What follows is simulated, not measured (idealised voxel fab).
process module | voxel capacitor over wiring
cross-section cut | 215 nm wide | cells 5 nm
A cross-section is a grid of square cells, given in bands from the top down. A band is one or more rows of cells.
Each band's line starts with the height of the band's top and of its bottom, in nm. Then come its materials from left to right, each with its width in nm. One material with "throughout" fills the band from edge to edge. "air" is empty space.
Height 0 is the level under which the wafer as received is all one material. The lowest band goes on downwards, as in "0 down".
A width such as "30 to 40" changes by the same amount from each row of cells to the next, from the band's top row to its bottom row.
"no change" after a step means that no cell of the cross-section changed.
closed voids: empty space of 8 cells or more with no open way to the top, each as width x height at its distance from the left edge, in nm
after a step's settings: what the simulator itself notes on the step
overlay nm, on a step with a mask: how far to the right of its planned place the mask lay; to the left if negative
Each pair below shows a cross-section before one step and the cross-section after it, down to the lowest band that changed. The line under each pair gives the step between them, with its settings. The pairs can come from different runs of this module on the same starting wafer, so a pair continues from the pair above only where its "before" says so.
before
  0 down: Si throughout
  closed voids: none
after
  10 to 0: SiO2 throughout
  below 0: unchanged
  closed voids: none
the step between: op CONFORMAL_DEP | material SiO2 | thk nm 10
before: the cross-section after the pair above
after
  15 to 10: TiN throughout
  below 10: unchanged
  closed voids: none
the step between: op DIRECTIONAL_DEP | material TiN | thk nm 5
before: the cross-section after the pair above
after
  35 to 15: Ru throughout
  below 15: unchanged
  closed voids: none
the step between: op DIRECTIONAL_DEP | material Ru | thk nm 20
before: the cross-section after the pair above
after
  50 to 35: aC throughout
  below 35: unchanged
  closed voids: none
the step between: op DIRECTIONAL_DEP | material aC | thk nm 15
before: the cross-section after the pair above
after
  80 to 50: air 45 | resist 30 | air 65 | resist 30 | air 45
  below 50: unchanged
  closed voids: none
the step between: op PATTERN | tone cover | mask id METAL_1 | material resist | width nm 30 | pitch nm 95 | thk nm 30 | overlay nm 0
before: the cross-section after the pair above
after
  65 to 50: air 45 | resist 30 | air 65 | resist 30 | air 45
  50 to 35: air 45 | aC 30 | air 65 | aC 30 | air 45
  below 35: unchanged
  closed voids: none
the step between: op DIRECTIONAL_ETCH | etch materials aC | depth nm 15
before: the cross-section after the pair above
after
  50 to 35: air 45 | aC 30 | air 65 | aC 30 | air 45
  below 35: unchanged
  closed voids: none
the step between: op STRIP | etch materials resist
before: the cross-section after the pair above
after
  50 to 35: air 45 | aC 30 | air 65 | aC 30 | air 45
  35 to 15: air 45 | Ru 30 | air 65 | Ru 30 | air 45
  below 15: unchanged
  closed voids: none
the step between: op DIRECTIONAL_ETCH | etch materials Ru | depth nm 20
before: the cross-section after the pair above
after
  50 to 35: air 45 | aC 30 | air 65 | aC 30 | air 45
  35 to 15: air 45 | Ru 30 | air 65 | Ru 30 | air 45
  15 to 10: air 45 | TiN 30 | air 65 | TiN 30 | air 45
  below 10: unchanged
  closed voids: none
the step between: op DIRECTIONAL_ETCH | etch materials TiN | depth nm 5
before: the cross-section after the pair above
after
  35 to 15: air 45 | Ru 30 | air 65 | Ru 30 | air 45
  below 15: unchanged
  closed voids: none
the step between: op STRIP | etch materials aC
before: the cross-section after the pair above
after
  40 to 35: air 40 | SiN 40 | air 55 | SiN 40 | air 40
  35 to 15: air 40 | SiN 5 | Ru 30 | SiN 5 | air 55 | SiN 5 | Ru 30 | SiN 5 | air 40
  15 to 10: SiN 45 | TiN 30 | SiN 65 | TiN 30 | SiN 45
  below 10: unchanged
  closed voids: none
the step between: op CONFORMAL_DEP | material SiN | thk nm 5
before: the cross-section after the pair above
after
  50 to 40: lowk throughout
  40 to 35: lowk 40 | SiN 40 | lowk 55 | SiN 40 | lowk 40
  35 to 15: lowk 40 | SiN 5 | Ru 30 | SiN 5 | lowk 55 | SiN 5 | Ru 30 | SiN 5 | lowk 40
  below 15: unchanged
  closed voids: none
the step between: op FILL_DEP | material lowk | thk nm 10
before: the cross-section after the pair above
after
  35 to 15: lowk 40 | SiN 5 | Ru 30 | SiN 5 | lowk 55 | SiN 5 | Ru 30 | SiN 5 | lowk 40
  below 15: unchanged
  closed voids: none
the step between: op CMP | height nm 35
before: the cross-section after the pair above
after
  40 to 35: SiCN throughout
  below 35: unchanged
  closed voids: none
the step between: op CONFORMAL_DEP | material SiCN | thk nm 5
before: the cross-section after the pair above
after
  60 to 40: SiO2 throughout
  below 40: unchanged
  closed voids: none
the step between: op DIRECTIONAL_DEP | material SiO2 | thk nm 20
before: the cross-section after the pair above
after
  60 to 40: SiO2 60 | air 15 | SiO2 140
  below 40: unchanged
  closed voids: none
the step between: op MASKED_ETCH | tone open | mask id PLUG_1 | width nm 15 | etch materials SiO2 | depth nm 20 | overlay nm 0
before: the cross-section after the pair above
after
  60 to 40: SiO2 60 | air 15 | SiO2 140
  40 to 35: SiCN 60 | air 15 | SiCN 140
  below 35: unchanged
  closed voids: none
the step between: op MASKED_ETCH | tone open | mask id PLUG_1 | width nm 15 | etch materials SiCN | depth nm 5 | overlay nm 0
before: the cross-section after the pair above
after
  65 to 60: TiN 65 | air 5 | TiN 145
  60 to 40: SiO2 60 | TiN 5 | air 5 | TiN 5 | SiO2 140
  40 to 35: SiCN 60 | TiN 15 | SiCN 140
  below 35: unchanged
  closed voids: none
the step between: op CONFORMAL_DEP | material TiN | thk nm 5
before: the cross-section after the pair above
after
  70 to 65: Ru throughout
  65 to 60: TiN 65 | Ru 5 | TiN 145
  60 to 40: SiO2 60 | TiN 5 | Ru 5 | TiN 5 | SiO2 140
  below 40: unchanged
  closed voids: none
the step between: op FILL_DEP | material Ru | thk nm 5
before: the cross-section after the pair above
after
  60 to 40: SiO2 60 | TiN 5 | Ru 5 | TiN 5 | SiO2 140
  below 40: unchanged
  closed voids: none
the step between: op CMP | height nm 60
before: the cross-section after the pair above
after
  65 to 60: TiN throughout
  below 60: unchanged
  closed voids: none
the step between: op DIRECTIONAL_DEP | material TiN | thk nm 5
before: the cross-section after the pair above
after
  70 to 65: HfO2 throughout
  below 65: unchanged
  closed voids: none
the step between: op DIRECTIONAL_DEP | material HfO2 | thk nm 5
before: the cross-section after the pair above
after
  75 to 70: TiN throughout
  below 70: unchanged
  closed voids: none
the step between: op DIRECTIONAL_DEP | material TiN | thk nm 5
before: the cross-section after the pair above
after
  90 to 75: air 60 | resist 70 | air 85
  below 75: unchanged
  closed voids: none
the step between: op PATTERN | tone cover | mask id UPPER_PLATE | material resist | width nm 70 | thk nm 15 | overlay nm 0
before: the cross-section after the pair above
after
  90 to 75: air 60 | resist 70 | air 85
  75 to 70: air 60 | TiN 70 | air 85
  below 70: unchanged
  closed voids: none
the step between: op DIRECTIONAL_ETCH | etch materials TiN | depth nm 5
before: the cross-section after the pair above
after
  90 to 75: air 60 | resist 70 | air 85
  75 to 70: air 60 | TiN 70 | air 85
  70 to 65: air 60 | HfO2 70 | air 85
  below 65: unchanged
  closed voids: none
the step between: op DIRECTIONAL_ETCH | etch materials HfO2 | depth nm 5
before: the cross-section after the pair above
after
  75 to 70: air 60 | TiN 70 | air 85
  below 70: unchanged
  closed voids: none
the step between: op STRIP | etch materials resist
before: the cross-section after the pair above
after
  95 to 75: air 55 | resist 80 | air 80
  75 to 70: air 55 | resist 5 | TiN 70 | resist 5 | air 80
  70 to 65: air 55 | resist 5 | HfO2 70 | resist 5 | air 80
  below 65: unchanged
  closed voids: none
the step between: op PATTERN | tone cover | mask id LOWER_PLATE | material resist | width nm 80 | thk nm 20 | overlay nm 0
before: the cross-section after the pair above
after
  95 to 75: air 55 | resist 80 | air 80
  75 to 70: air 55 | resist 5 | TiN 70 | resist 5 | air 80
  70 to 65: air 55 | resist 5 | HfO2 70 | resist 5 | air 80
  65 to 60: air 55 | TiN 80 | air 80
  below 60: unchanged
  closed voids: none
the step between: op DIRECTIONAL_ETCH | etch materials TiN | depth nm 5
before: the cross-section after the pair above
after
  75 to 70: air 60 | TiN 70 | air 85
  70 to 65: air 60 | HfO2 70 | air 85
  below 65: unchanged
  closed voids: none
the step between: op STRIP | etch materials resist
before: the cross-section after the pair above
after
  95 to 75: SiO2 throughout
  75 to 70: SiO2 60 | TiN 70 | SiO2 85
  70 to 65: SiO2 60 | HfO2 70 | SiO2 85
  65 to 60: SiO2 55 | TiN 80 | SiO2 80
  below 60: unchanged
  closed voids: none
the step between: op FILL_DEP | material SiO2 | thk nm 20
before: the cross-section after the pair above
after
  90 to 75: SiO2 throughout
  below 75: unchanged
  closed voids: none
the step between: op CMP | height nm 90
before: the cross-section after the pair above
after
  110 to 90: resist 70 | air 15 | resist 130
  below 90: unchanged
  closed voids: none
the step between: op PATTERN | tone open | mask id PLUG_2 | material resist | width nm 15 | thk nm 20 | overlay nm 0
before: the cross-section after the pair above
after
  110 to 90: resist 70 | air 15 | resist 130
  90 to 75: SiO2 70 | air 15 | SiO2 130
  below 75: unchanged
  closed voids: none
the step between: op DIRECTIONAL_ETCH | etch materials SiO2 | depth nm 15
before: the cross-section after the pair above
after
  90 to 75: SiO2 70 | air 15 | SiO2 130
  below 75: unchanged
  closed voids: none
the step between: op STRIP | etch materials resist
before: the cross-section after the pair above
after
  95 to 90: TiN 75 | air 5 | TiN 135
  90 to 80: SiO2 70 | TiN 5 | air 5 | TiN 5 | SiO2 130
  80 to 70: SiO2 70 to 60 | TiN 15 to 70 | SiO2 130 to 85
  below 70: unchanged
  closed voids: none
the step between: op CONFORMAL_DEP | material TiN | thk nm 5
before: the cross-section after the pair above
after
  105 to 95: Cu throughout
  95 to 90: TiN 75 | Cu 5 | TiN 135
  90 to 80: SiO2 70 | TiN 5 | Cu 5 | TiN 5 | SiO2 130
  below 80: unchanged
  closed voids: none
the step between: op FILL_DEP | material Cu | thk nm 10
before: the cross-section after the pair above
after
  90 to 80: SiO2 70 | TiN 5 | Cu 5 | TiN 5 | SiO2 130
  below 80: unchanged
  closed voids: none
the step between: op CMP | height nm 90
before: the cross-section after the pair above
after
  95 to 90: SiCN throughout
  below 90: unchanged
  closed voids: none
the step between: op CONFORMAL_DEP | material SiCN | thk nm 5
before
  105 to 95: Cu throughout
  95 to 90: TiN 75 | Cu 5 | TiN 135
  90 to 80: SiO2 70 | TiN 5 | Cu 5 | TiN 5 | SiO2 130
  80 to 70: SiO2 70 to 60 | TiN 15 to 70 | SiO2 130 to 85
  70 to 65: SiO2 60 | HfO2 70 | SiO2 85
  65 to 60: SiO2 55 | TiN 80 | SiO2 80
  60 to 40: SiO2 60 | TiN 5 | Ru 5 | TiN 5 | SiO2 140
  40 to 35: SiCN 60 | TiN 15 | SiCN 140
  35 to 15: lowk 40 | SiN 5 | Ru 30 | SiN 5 | lowk 55 | SiN 5 | Ru 30 | SiN 5 | lowk 40
  15 to 10: SiN 45 | TiN 30 | SiN 65 | TiN 30 | SiN 45
  10 to 0: SiO2 throughout
  0 down: Si throughout
  closed voids: none
after
  110 to 105: SiCN throughout
  below 105: unchanged
  closed voids: none
the step between: op CONFORMAL_DEP | material SiCN | thk nm 5
before
  35 to 15: lowk 40 | SiN 5 | Ru 30 | SiN 5 | lowk 55 | SiN 5 | Ru 30 | SiN 5 | lowk 40
  15 to 10: SiN 45 | TiN 30 | SiN 65 | TiN 30 | SiN 45
  10 to 0: SiO2 throughout
  0 down: Si throughout
  closed voids: none
after
  55 to 35: SiO2 throughout
  below 35: unchanged
  closed voids: none
the step between: op DIRECTIONAL_DEP | material SiO2 | thk nm 20
before: the cross-section after the pair above
after
  60 to 55: SiCN throughout
  below 55: unchanged
  closed voids: none
the step between: op CONFORMAL_DEP | material SiCN | thk nm 5
before: the cross-section after the pair above
after
  60 to 55: SiCN 60 | air 15 | SiCN 140
  below 55: unchanged
  closed voids: none
the step between: op MASKED_ETCH | tone open | mask id PLUG_1 | width nm 15 | etch materials SiCN | depth nm 5 | overlay nm 0
before: the cross-section after the pair above
after
  65 to 60: TiN 65 | air 5 | TiN 145
  60 to 55: SiCN 60 | TiN 15 | SiCN 140
  below 55: unchanged
  closed voids: none
the step between: op CONFORMAL_DEP | material TiN | thk nm 5
before: the cross-section after the pair above
after
  70 to 65: Ru throughout
  65 to 60: TiN 65 | Ru 5 | TiN 145
  below 60: unchanged
  closed voids: none
the step between: op FILL_DEP | material Ru | thk nm 5
before: the cross-section after the pair above
after
  60 to 55: SiCN 60 | TiN 15 | SiCN 140
  below 55: unchanged
  closed voids: none
the step between: op CMP | height nm 60
before: the cross-section after the pair above
after
  65 to 60: TiN throughout
  below 60: unchanged
  closed voids: none
the step between: op DIRECTIONAL_DEP | material TiN | thk nm 5
before: the cross-section after the pair above
after
  70 to 65: HfO2 throughout
  below 65: unchanged
  closed voids: none
the step between: op DIRECTIONAL_DEP | material HfO2 | thk nm 5
before: the cross-section after the pair above
after
  75 to 70: TiN throughout
  below 70: unchanged
  closed voids: none
the step between: op DIRECTIONAL_DEP | material TiN | thk nm 5
before: the cross-section after the pair above
after
  90 to 75: air 60 | resist 70 | air 85
  below 75: unchanged
  closed voids: none
the step between: op PATTERN | tone cover | mask id UPPER_PLATE | material resist | width nm 70 | thk nm 15 | overlay nm 0
before: the cross-section after the pair above
after
  90 to 75: air 60 | resist 70 | air 85
  75 to 70: air 60 | TiN 70 | air 85
  below 70: unchanged
  closed voids: none
the step between: op DIRECTIONAL_ETCH | etch materials TiN | depth nm 5
before: the cross-section after the pair above
after
  90 to 75: air 60 | resist 70 | air 85
  75 to 70: air 60 | TiN 70 | air 85
  70 to 65: air 60 | HfO2 70 | air 85
  below 65: unchanged
  closed voids: none
the step between: op DIRECTIONAL_ETCH | etch materials HfO2 | depth nm 5
before: the cross-section after the pair above
after
  75 to 70: air 60 | TiN 70 | air 85
  below 70: unchanged
  closed voids: none
the step between: op STRIP | etch materials resist
before: the cross-section after the pair above
after
  95 to 75: air 55 | resist 80 | air 80
  75 to 70: air 55 | resist 5 | TiN 70 | resist 5 | air 80
  70 to 65: air 55 | resist 5 | HfO2 70 | resist 5 | air 80
  below 65: unchanged
  closed voids: none
the step between: op PATTERN | tone cover | mask id LOWER_PLATE | material resist | width nm 80 | thk nm 20 | overlay nm 0
before: the cross-section after the pair above
after
  95 to 75: air 55 | resist 80 | air 80
  75 to 70: air 55 | resist 5 | TiN 70 | resist 5 | air 80
  70 to 65: air 55 | resist 5 | HfO2 70 | resist 5 | air 80
  65 to 60: air 55 | TiN 80 | air 80
  below 60: unchanged
  closed voids: none
the step between: op DIRECTIONAL_ETCH | etch materials TiN | depth nm 5
before: the cross-section after the pair above
after
  75 to 70: air 60 | TiN 70 | air 85
  70 to 65: air 60 | HfO2 70 | air 85
  below 65: unchanged
  closed voids: none
the step between: op STRIP | etch materials resist
before: the cross-section after the pair above
after
  95 to 75: SiO2 throughout
  75 to 70: SiO2 60 | TiN 70 | SiO2 85
  70 to 65: SiO2 60 | HfO2 70 | SiO2 85
  65 to 60: SiO2 55 | TiN 80 | SiO2 80
  below 60: unchanged
  closed voids: none
the step between: op FILL_DEP | material SiO2 | thk nm 20
before: the cross-section after the pair above
after
  90 to 75: SiO2 throughout
  below 75: unchanged
  closed voids: none
the step between: op CMP | height nm 90
before: the cross-section after the pair above
after
  110 to 90: resist 70 | air 15 | resist 130
  below 90: unchanged
  closed voids: none
the step between: op PATTERN | tone open | mask id PLUG_2 | material resist | width nm 15 | thk nm 20 | overlay nm 0
before: the cross-section after the pair above
after
  110 to 90: resist 70 | air 15 | resist 130
  90 to 75: SiO2 70 | air 15 | SiO2 130
  below 75: unchanged
  closed voids: none
the step between: op DIRECTIONAL_ETCH | etch materials SiO2 | depth nm 15
before: the cross-section after the pair above
after
  90 to 75: SiO2 70 | air 15 | SiO2 130
  below 75: unchanged
  closed voids: none
the step between: op STRIP | etch materials resist
before: the cross-section after the pair above
after
  95 to 90: TiN 75 | air 5 | TiN 135
  90 to 80: SiO2 70 | TiN 5 | air 5 | TiN 5 | SiO2 130
  80 to 70: SiO2 70 to 60 | TiN 15 to 70 | SiO2 130 to 85
  below 70: unchanged
  closed voids: none
the step between: op CONFORMAL_DEP | material TiN | thk nm 5
before: the cross-section after the pair above
after
  105 to 95: Cu throughout
  95 to 90: TiN 75 | Cu 5 | TiN 135
  90 to 80: SiO2 70 | TiN 5 | Cu 5 | TiN 5 | SiO2 130
  below 80: unchanged
  closed voids: none
the step between: op FILL_DEP | material Cu | thk nm 10
before: the cross-section after the pair above
after
  90 to 80: SiO2 70 | TiN 5 | Cu 5 | TiN 5 | SiO2 130
  below 80: unchanged
  closed voids: none
the step between: op CMP | height nm 90
before: the cross-section after the pair above
after
  95 to 90: SiCN throughout
  below 90: unchanged
  closed voids: none
the step between: op CONFORMAL_DEP | material SiCN | thk nm 5
before
  10 to 0: SiO2 throughout
  0 down: Si throughout
  closed voids: none
after
  25 to 10: TiN throughout
  below 10: unchanged
  closed voids: none
the step between: op DIRECTIONAL_DEP | material TiN | thk nm 15
before: the cross-section after the pair above
after
  45 to 25: Ru throughout
  below 25: unchanged
  closed voids: none
the step between: op DIRECTIONAL_DEP | material Ru | thk nm 20
before: the cross-section after the pair above
after
  60 to 45: aC throughout
  below 45: unchanged
  closed voids: none
the step between: op DIRECTIONAL_DEP | material aC | thk nm 15
before: the cross-section after the pair above
after
  90 to 60: air 45 | resist 30 | air 65 | resist 30 | air 45
  below 60: unchanged
  closed voids: none
the step between: op PATTERN | tone cover | mask id METAL_1 | material resist | width nm 30 | pitch nm 95 | thk nm 30 | overlay nm 0
before: the cross-section after the pair above
after
  75 to 60: air 45 | resist 30 | air 65 | resist 30 | air 45
  60 to 45: air 45 | aC 30 | air 65 | aC 30 | air 45
  below 45: unchanged
  closed voids: none
the step between: op DIRECTIONAL_ETCH | etch materials aC | depth nm 15
before: the cross-section after the pair above
after
  60 to 45: air 45 | aC 30 | air 65 | aC 30 | air 45
  below 45: unchanged
  closed voids: none
the step between: op STRIP | etch materials resist
before: the cross-section after the pair above
after
  60 to 45: air 45 | aC 30 | air 65 | aC 30 | air 45
  45 to 25: air 45 | Ru 30 | air 65 | Ru 30 | air 45
  below 25: unchanged
  closed voids: none
the step between: op DIRECTIONAL_ETCH | etch materials Ru | depth nm 20
before: the cross-section after the pair above
after
  60 to 45: air 45 | aC 30 | air 65 | aC 30 | air 45
  45 to 25: air 45 | Ru 30 | air 65 | Ru 30 | air 45
  25 to 20: air 45 | TiN 30 | air 65 | TiN 30 | air 45
  below 20: unchanged
  closed voids: none
the step between: op DIRECTIONAL_ETCH | etch materials TiN | depth nm 5
before: the cross-section after the pair above
after
  45 to 25: air 45 | Ru 30 | air 65 | Ru 30 | air 45
  below 25: unchanged
  closed voids: none
the step between: op STRIP | etch materials aC
before: the cross-section after the pair above
after
  50 to 45: air 40 | SiN 40 | air 55 | SiN 40 | air 40
  45 to 25: air 40 | SiN 5 | Ru 30 | SiN 5 | air 55 | SiN 5 | Ru 30 | SiN 5 | air 40
  25 to 20: SiN 45 | TiN 30 | SiN 65 | TiN 30 | SiN 45
  below 20: unchanged
  closed voids: none
the step between: op CONFORMAL_DEP | material SiN | thk nm 5
before: the cross-section after the pair above
after
  60 to 50: lowk throughout
  50 to 45: lowk 40 | SiN 40 | lowk 55 | SiN 40 | lowk 40
  45 to 25: lowk 40 | SiN 5 | Ru 30 | SiN 5 | lowk 55 | SiN 5 | Ru 30 | SiN 5 | lowk 40
  below 25: unchanged
  closed voids: none
the step between: op FILL_DEP | material lowk | thk nm 10
before: the cross-section after the pair above
after
  35 to 25: lowk 40 | SiN 5 | Ru 30 | SiN 5 | lowk 55 | SiN 5 | Ru 30 | SiN 5 | lowk 40
  below 25: unchanged
  closed voids: none
the step between: op CMP | height nm 35
before: the cross-section after the pair above
after
  40 to 35: SiCN throughout
  below 35: unchanged
  closed voids: none
the step between: op CONFORMAL_DEP | material SiCN | thk nm 5
before: the cross-section after the pair above
after
  60 to 40: SiO2 throughout
  below 40: unchanged
  closed voids: none
the step between: op DIRECTIONAL_DEP | material SiO2 | thk nm 20
before: the cross-section after the pair above
after
  60 to 40: SiO2 60 | air 15 | SiO2 140
  below 40: unchanged
  closed voids: none
the step between: op MASKED_ETCH | tone open | mask id PLUG_1 | width nm 15 | etch materials SiO2 | depth nm 20 | overlay nm 0
before: the cross-section after the pair above
after
  60 to 40: SiO2 60 | air 15 | SiO2 140
  40 to 35: SiCN 60 | air 15 | SiCN 140
  below 35: unchanged
  closed voids: none
the step between: op MASKED_ETCH | tone open | mask id PLUG_1 | width nm 15 | etch materials SiCN | depth nm 5 | overlay nm 0
before: the cross-section after the pair above
after
  65 to 60: TiN 65 | air 5 | TiN 145
  60 to 40: SiO2 60 | TiN 5 | air 5 | TiN 5 | SiO2 140
  40 to 35: SiCN 60 | TiN 15 | SiCN 140
  below 35: unchanged
  closed voids: none
the step between: op CONFORMAL_DEP | material TiN | thk nm 5
before: the cross-section after the pair above
after
  70 to 65: Ru throughout
  65 to 60: TiN 65 | Ru 5 | TiN 145
  60 to 40: SiO2 60 | TiN 5 | Ru 5 | TiN 5 | SiO2 140
  below 40: unchanged
  closed voids: none
the step between: op FILL_DEP | material Ru | thk nm 5
before: the cross-section after the pair above
after
  60 to 40: SiO2 60 | TiN 5 | Ru 5 | TiN 5 | SiO2 140
  below 40: unchanged
  closed voids: none
the step between: op CMP | height nm 60
before: the cross-section after the pair above
after
  65 to 60: TiN throughout
  below 60: unchanged
  closed voids: none
the step between: op DIRECTIONAL_DEP | material TiN | thk nm 5
before: the cross-section after the pair above
after
  70 to 65: HfO2 throughout
  below 65: unchanged
  closed voids: none
the step between: op DIRECTIONAL_DEP | material HfO2 | thk nm 5
before: the cross-section after the pair above
after
  75 to 70: TiN throughout
  below 70: unchanged
  closed voids: none
the step between: op DIRECTIONAL_DEP | material TiN | thk nm 5
before: the cross-section after the pair above
after
  90 to 75: air 60 | resist 70 | air 85
  below 75: unchanged
  closed voids: none
the step between: op PATTERN | tone cover | mask id UPPER_PLATE | material resist | width nm 70 | thk nm 15 | overlay nm 0
before: the cross-section after the pair above
after
  90 to 75: air 60 | resist 70 | air 85
  75 to 70: air 60 | TiN 70 | air 85
  below 70: unchanged
  closed voids: none
the step between: op DIRECTIONAL_ETCH | etch materials TiN | depth nm 5
before: the cross-section after the pair above
after
  90 to 75: air 60 | resist 70 | air 85
  75 to 70: air 60 | TiN 70 | air 85
  70 to 65: air 60 | HfO2 70 | air 85
  below 65: unchanged
  closed voids: none
the step between: op DIRECTIONAL_ETCH | etch materials HfO2 | depth nm 5
before: the cross-section after the pair above
after
  75 to 70: air 60 | TiN 70 | air 85
  below 70: unchanged
  closed voids: none
the step between: op STRIP | etch materials resist
before: the cross-section after the pair above
after
  95 to 75: air 55 | resist 80 | air 80
  75 to 70: air 55 | resist 5 | TiN 70 | resist 5 | air 80
  70 to 65: air 55 | resist 5 | HfO2 70 | resist 5 | air 80
  below 65: unchanged
  closed voids: none
the step between: op PATTERN | tone cover | mask id LOWER_PLATE | material resist | width nm 80 | thk nm 20 | overlay nm 0
before: the cross-section after the pair above
after
  95 to 75: air 55 | resist 80 | air 80
  75 to 70: air 55 | resist 5 | TiN 70 | resist 5 | air 80
  70 to 65: air 55 | resist 5 | HfO2 70 | resist 5 | air 80
  65 to 60: air 55 | TiN 80 | air 80
  below 60: unchanged
  closed voids: none
the step between: op DIRECTIONAL_ETCH | etch materials TiN | depth nm 5
before: the cross-section after the pair above
after
  75 to 70: air 60 | TiN 70 | air 85
  70 to 65: air 60 | HfO2 70 | air 85
  below 65: unchanged
  closed voids: none
the step between: op STRIP | etch materials resist
before: the cross-section after the pair above
after
  95 to 75: SiO2 throughout
  75 to 70: SiO2 60 | TiN 70 | SiO2 85
  70 to 65: SiO2 60 | HfO2 70 | SiO2 85
  65 to 60: SiO2 55 | TiN 80 | SiO2 80
  below 60: unchanged
  closed voids: none
the step between: op FILL_DEP | material SiO2 | thk nm 20
before: the cross-section after the pair above
after
  90 to 75: SiO2 throughout
  below 75: unchanged
  closed voids: none
the step between: op CMP | height nm 90
before: the cross-section after the pair above
after
  110 to 90: resist 70 | air 15 | resist 130
  below 90: unchanged
  closed voids: none
the step between: op PATTERN | tone open | mask id PLUG_2 | material resist | width nm 15 | thk nm 20 | overlay nm 0
before: the cross-section after the pair above
after
  110 to 90: resist 70 | air 15 | resist 130
  90 to 75: SiO2 70 | air 15 | SiO2 130
  below 75: unchanged
  closed voids: none
the step between: op DIRECTIONAL_ETCH | etch materials SiO2 | depth nm 15
before: the cross-section after the pair above
after
  90 to 75: SiO2 70 | air 15 | SiO2 130
  below 75: unchanged
  closed voids: none
the step between: op STRIP | etch materials resist
before: the cross-section after the pair above
after
  95 to 90: TiN 75 | air 5 | TiN 135
  90 to 80: SiO2 70 | TiN 5 | air 5 | TiN 5 | SiO2 130
  80 to 70: SiO2 70 to 60 | TiN 15 to 70 | SiO2 130 to 85
  below 70: unchanged
  closed voids: none
the step between: op CONFORMAL_DEP | material TiN | thk nm 5
before: the cross-section after the pair above
after
  105 to 95: Cu throughout
  95 to 90: TiN 75 | Cu 5 | TiN 135
  90 to 80: SiO2 70 | TiN 5 | Cu 5 | TiN 5 | SiO2 130
  below 80: unchanged
  closed voids: none
the step between: op FILL_DEP | material Cu | thk nm 10
before: the cross-section after the pair above
after
  90 to 80: SiO2 70 | TiN 5 | Cu 5 | TiN 5 | SiO2 130
  below 80: unchanged
  closed voids: none
the step between: op CMP | height nm 90
before: the cross-section after the pair above
after
  95 to 90: SiCN throughout
  below 90: unchanged
  closed voids: none
the step between: op CONFORMAL_DEP | material SiCN | thk nm 5
before
  50 to 35: aC throughout
  35 to 15: Ru throughout
  15 to 10: TiN throughout
  10 to 0: SiO2 throughout
  0 down: Si throughout
  closed voids: none
after
  80 to 50: air 50 | resist 20 | air 75 | resist 20 | air 50
  below 50: unchanged
  closed voids: none
the step between: op PATTERN | tone cover | mask id METAL_1 | material resist | width nm 20 | pitch nm 95 | thk nm 30 | overlay nm 0
before: the cross-section after the pair above
after
  65 to 50: air 50 | resist 20 | air 75 | resist 20 | air 50
  50 to 35: air 50 | aC 20 | air 75 | aC 20 | air 50
  below 35: unchanged
  closed voids: none
the step between: op DIRECTIONAL_ETCH | etch materials aC | depth nm 15
before: the cross-section after the pair above
after
  50 to 35: air 50 | aC 20 | air 75 | aC 20 | air 50
  below 35: unchanged
  closed voids: none
the step between: op STRIP | etch materials resist
before: the cross-section after the pair above
after
  50 to 35: air 50 | aC 20 | air 75 | aC 20 | air 50
  35 to 15: air 50 | Ru 20 | air 75 | Ru 20 | air 50
  below 15: unchanged
  closed voids: none
the step between: op DIRECTIONAL_ETCH | etch materials Ru | depth nm 20
before: the cross-section after the pair above
after
  50 to 35: air 50 | aC 20 | air 75 | aC 20 | air 50
  35 to 15: air 50 | Ru 20 | air 75 | Ru 20 | air 50
  15 to 10: air 50 | TiN 20 | air 75 | TiN 20 | air 50
  below 10: unchanged
  closed voids: none
the step between: op DIRECTIONAL_ETCH | etch materials TiN | depth nm 5
before: the cross-section after the pair above
after
  35 to 15: air 50 | Ru 20 | air 75 | Ru 20 | air 50
  below 15: unchanged
  closed voids: none
the step between: op STRIP | etch materials aC
before: the cross-section after the pair above
after
  40 to 35: air 45 | SiN 30 | air 65 | SiN 30 | air 45
  35 to 15: air 45 | SiN 5 | Ru 20 | SiN 5 | air 65 | SiN 5 | Ru 20 | SiN 5 | air 45
  15 to 10: SiN 50 | TiN 20 | SiN 75 | TiN 20 | SiN 50
  below 10: unchanged
  closed voids: none
the step between: op CONFORMAL_DEP | material SiN | thk nm 5
before: the cross-section after the pair above
after
  50 to 40: lowk throughout
  40 to 35: lowk 45 | SiN 30 | lowk 65 | SiN 30 | lowk 45
  35 to 15: lowk 45 | SiN 5 | Ru 20 | SiN 5 | lowk 65 | SiN 5 | Ru 20 | SiN 5 | lowk 45
  below 15: unchanged
  closed voids: none
the step between: op FILL_DEP | material lowk | thk nm 10
before: the cross-section after the pair above
after
  35 to 15: lowk 45 | SiN 5 | Ru 20 | SiN 5 | lowk 65 | SiN 5 | Ru 20 | SiN 5 | lowk 45
  below 15: unchanged
  closed voids: none
the step between: op CMP | height nm 35
before: the cross-section after the pair above
after
  40 to 35: SiCN throughout
  below 35: unchanged
  closed voids: none
the step between: op CONFORMAL_DEP | material SiCN | thk nm 5
before: the cross-section after the pair above
after
  60 to 40: SiO2 throughout
  below 40: unchanged
  closed voids: none
the step between: op DIRECTIONAL_DEP | material SiO2 | thk nm 20
before: the cross-section after the pair above
after
  60 to 40: SiO2 60 | air 15 | SiO2 140
  below 40: unchanged
  closed voids: none
the step between: op MASKED_ETCH | tone open | mask id PLUG_1 | width nm 15 | etch materials SiO2 | depth nm 20 | overlay nm 0
before: the cross-section after the pair above
after
  60 to 40: SiO2 60 | air 15 | SiO2 140
  40 to 35: SiCN 60 | air 15 | SiCN 140
  below 35: unchanged
  closed voids: none
the step between: op MASKED_ETCH | tone open | mask id PLUG_1 | width nm 15 | etch materials SiCN | depth nm 5 | overlay nm 0
before: the cross-section after the pair above
after
  65 to 60: TiN 65 | air 5 | TiN 145
  60 to 40: SiO2 60 | TiN 5 | air 5 | TiN 5 | SiO2 140
  40 to 35: SiCN 60 | TiN 15 | SiCN 140
  below 35: unchanged
  closed voids: none
the step between: op CONFORMAL_DEP | material TiN | thk nm 5
before: the cross-section after the pair above
after
  70 to 65: Ru throughout
  65 to 60: TiN 65 | Ru 5 | TiN 145
  60 to 40: SiO2 60 | TiN 5 | Ru 5 | TiN 5 | SiO2 140
  below 40: unchanged
  closed voids: none
the step between: op FILL_DEP | material Ru | thk nm 5
before: the cross-section after the pair above
after
  60 to 40: SiO2 60 | TiN 5 | Ru 5 | TiN 5 | SiO2 140
  below 40: unchanged
  closed voids: none
the step between: op CMP | height nm 60
before: the cross-section after the pair above
after
  65 to 60: TiN throughout
  below 60: unchanged
  closed voids: none
the step between: op DIRECTIONAL_DEP | material TiN | thk nm 5
before: the cross-section after the pair above
after
  70 to 65: HfO2 throughout
  below 65: unchanged
  closed voids: none
the step between: op DIRECTIONAL_DEP | material HfO2 | thk nm 5
before: the cross-section after the pair above
after
  75 to 70: TiN throughout
  below 70: unchanged
  closed voids: none
the step between: op DIRECTIONAL_DEP | material TiN | thk nm 5
before: the cross-section after the pair above
after
  90 to 75: air 60 | resist 70 | air 85
  below 75: unchanged
  closed voids: none
the step between: op PATTERN | tone cover | mask id UPPER_PLATE | material resist | width nm 70 | thk nm 15 | overlay nm 0
